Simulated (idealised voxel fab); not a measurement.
Process module name: voxel ribs on slabs
Displayed cross-section: cut, width of 140 nm, square cells sized 5 nm.
Cross-section = grid of square cells, listed top down in bands; band = one or more rows. A band entry consists of two parts. The first gives the height of the band's top and the height of its bottom, in nm. The rest lists the band's materials from left to right, each with its width in nm. A single material labelled with the word "all across" fills the band from edge to edge, and the word "blank" marks empty space. Heights are reckoned from 0. Under this level, the received wafer is all of one material. The bottommost band is open-ended downward, for example "z 0 and below". A two-number width, for instance "30..40", indicates that the width is equal to the first number in the top row of the band and to the second number in the bottom row, and that it changes by a constant amount per row of cells. Key: "no alteration" - step with no changed cell in the cross-section. Under "Closed void list" you'll find the enclosed gaps, the ones with no way out to the top, that are 8 cells or bigger; each reads width x height at distance, with distance counted from the left edge, everything in nm. Formally, on a step line, whatever follows the settings is a remark that the simulator itself makes on the step. On any step carrying a mask, the "overlay nm" setting, if present on the step's line, tells how far right of its planned place the mask lay; negative values point to the left.
[Listed below are the process steps as planned]
step 1: RECEIVE | material Si
step 2: DIRECTIONAL_DEP | material SiO2 | thk nm 30
step 3: DIRECTIONAL_DEP | material SiN | thk nm 15
step 4: DIRECTIONAL_DEP | material aC | thk nm 10
step 5: PATTERN | tone cover | mask id RIB | material resist | width nm 30 | thk nm 30 | overlay nm 0
step 6: DIRECTIONAL_ETCH | etch materials aC | depth nm 10
step 7: STRIP | etch materials resist
step 8: DIRECTIONAL_ETCH | etch materials SiN | depth nm 5
step 9: STRIP | etch materials aC
step 10: MASKED_ETCH | tone cover | mask id SLAB | width nm 90 | etch materials SiN | depth nm 10 | overlay nm 0
step 11: FILL_DEP | material SiO2 | thk nm 30
step 12: CMP | height nm 65
step 13: DIRECTIONAL_DEP | material W | thk nm 10
step 14: DIRECTIONAL_DEP | material aC | thk nm 10
step 15: PATTERN | tone cover | mask id HEATER | material resist | width nm 40 | thk nm 30 | overlay nm 0
step 16: DIRECTIONAL_ETCH | etch materials aC | depth nm 10
step 17: STRIP | etch materials resist
step 18: DIRECTIONAL_ETCH | etch materials W | depth nm 10
step 19: STRIP | etch materials aC
step 20: CONFORMAL_DEP | material SiN | thk nm 10
[First of two wafers, processed according to plan]
[This is the cross-section of the wafer as we received it, i.e. after step 1]
    z 0 and below  Si all across
    Closed void list: none
[After step 2, in cross-section]
    z 30 to 0  SiO2 all across
    Nothing below the height 0 has changed.
[After step 3, in cross-section]
    z 45 to 30  SiN all across
    Nothing below the height 30 has changed.
[After step 4, in cross-section]
    z 55 to 45  aC all across
    Nothing below the height 45 has changed.
[After step 5, in cross-section]
    z 85 to 55  blank: 55 | resist: 30 | blank: 55
    Nothing below the height 55 has changed.
[After step 6, in cross-section]
    z 75 to 55  blank: 55 | resist: 30 | blank: 55
    z 55 to 45  blank: 55 | aC: 30 | blank: 55
    Nothing below the height 45 has changed.
[After step 7, in cross-section]
    z 55 to 45  blank: 55 | aC: 30 | blank: 55
    Nothing below the height 45 has changed.
[After step 8, in cross-section]
    z 55 to 45  blank: 55 | aC: 30 | blank: 55
    z 45 to 40  blank: 55 | SiN: 30 | blank: 55
    Nothing below the height 40 has changed.
[After step 9, in cross-section]
    z 45 to 40  blank: 55 | SiN: 30 | blank: 55
    Nothing below the height 40 has changed.
[After step 10, in cross-section]
    z 45 to 40  blank: 55 | SiN: 30 | blank: 55
    z 40 to 30  blank: 25 | SiN: 90 | blank: 25
    Nothing below the height 30 has changed.
[After step 11, in cross-section]
    z 75 to 45  SiO2 all across
    z 45 to 40  SiO2: 55 | SiN: 30 | SiO2: 55
    z 40 to 30  SiO2: 25 | SiN: 90 | SiO2: 25
    Nothing below the height 30 has changed.
[After step 12, in cross-section]
    z 65 to 45  SiO2 all across
    Nothing below the height 45 has changed.
[After step 13, in cross-section]
    z 75 to 65  W all across
    Nothing below the height 65 has changed.
[After step 14, in cross-section]
    z 85 to 75  aC all across
    Nothing below the height 75 has changed.
[After step 15, in cross-section]
    z 115 to 85  blank: 50 | resist: 40 | blank: 50
    Nothing below the height 85 has changed.
[After step 16, in cross-section]
    z 105 to 85  blank: 50 | resist: 40 | blank: 50
    z 85 to 75  blank: 50 | aC: 40 | blank: 50
    Nothing below the height 75 has changed.
[After step 17, in cross-section]
    z 85 to 75  blank: 50 | aC: 40 | blank: 50
    Nothing below the height 75 has changed.
[After step 18, in cross-section]
    z 85 to 75  blank: 50 | aC: 40 | blank: 50
    z 75 to 65  blank: 50 | W: 40 | blank: 50
    Nothing below the height 65 has changed.
[After step 19, in cross-section]
    z 75 to 65  blank: 50 | W: 40 | blank: 50
    Nothing below the height 65 has changed.
[After step 20, in cross-section]
    z 85 to 75  blank: 40 | SiN: 60 | blank: 40
    z 75 to 65  SiN: 50 | W: 40 | SiN: 50
    Nothing below the height 65 has changed.
[Wafer two. Same start, same plan, one slip in execution. Same as wafer one through step 1, inclusive]
[Second wafer profile in section, at the moment step 2 of the plan was meant to be complete]
    z 15 to 0  SiN all across
    Nothing below the height 0 has changed.
[Second wafer profile in section, at the moment step 3 of the plan was meant to be complete]
    z 45 to 15  SiO2 all across
    Nothing below the height 15 has changed.
[Second wafer profile in section, at the moment step 4 of the plan was meant to be complete]
    z 55 to 45  aC all across
    Nothing below the height 45 has changed.
[Second wafer profile in section, at the moment step 5 of the plan was meant to be complete]
    z 85 to 55  blank: 55 | resist: 30 | blank: 55
    Nothing below the height 55 has changed.
[Second wafer profile in section, at the moment step 6 of the plan was meant to be complete]
    z 75 to 55  blank: 55 | resist: 30 | blank: 55
    z 55 to 45  blank: 55 | aC: 30 | blank: 55
    Nothing below the height 45 has changed.
[Second wafer profile in section, at the moment step 7 of the plan was meant to be complete]
    z 55 to 45  blank: 55 | aC: 30 | blank: 55
    Nothing below the height 45 has changed.
Second wafer profile in section, at the moment step 8 of the plan was meant to be complete: no alteration
[Second wafer profile in section, at the moment step 9 of the plan was meant to be complete]
    z 45 to 15  SiO2 all across
    Nothing below the height 15 has changed.
Second wafer profile in section, at the moment step 10 of the plan was meant to be complete: no alteration
[Second wafer profile in section, at the moment step 11 of the plan was meant to be complete]
    z 75 to 15  SiO2 all across
    Nothing below the height 15 has changed.
[Second wafer profile in section, at the moment step 12 of the plan was meant to be complete]
    z 65 to 15  SiO2 all across
    Nothing below the height 15 has changed.
[Second wafer profile in section, at the moment step 13 of the plan was meant to be complete]
    z 75 to 65  W all across
    Nothing below the height 65 has changed.
[Second wafer profile in section, at the moment step 14 of the plan was meant to be complete]
    z 85 to 75  aC all across
    Nothing below the height 75 has changed.
[Second wafer profile in section, at the moment step 15 of the plan was meant to be complete]
    z 115 to 85  blank: 50 | resist: 40 | blank: 50
    Nothing below the height 85 has changed.
[Second wafer profile in section, at the moment step 16 of the plan was meant to be complete]
    z 105 to 85  blank: 50 | resist: 40 | blank: 50
    z 85 to 75  blank: 50 | aC: 40 | blank: 50
    Nothing below the height 75 has changed.
[Second wafer profile in section, at the moment step 17 of the plan was meant to be complete]
    z 85 to 75  blank: 50 | aC: 40 | blank: 50
    Nothing below the height 75 has changed.
[Second wafer profile in section, at the moment step 18 of the plan was meant to be complete]
    z 85 to 75  blank: 50 | aC: 40 | blank: 50
    z 75 to 65  blank: 50 | W: 40 | blank: 50
    Nothing below the height 65 has changed.
[Second wafer profile in section, at the moment step 19 of the plan was meant to be complete]
    z 75 to 65  blank: 50 | W: 40 | blank: 50
    Nothing below the height 65 has changed.
[Second wafer profile in section, at the moment step 20 of the plan was meant to be complete]
    z 85 to 75  blank: 40 | SiN: 60 | blank: 40
    z 75 to 65  SiN: 50 | W: 40 | SiN: 50
    Nothing below the height 65 has changed.
So what did we get wrong on this run? ran 2 and 3 in swapped order versus the plan
Looking at both finished wafers in cells, the second ends up ahead of or behind the first on some materials: +42 SiN; -42 SiO2
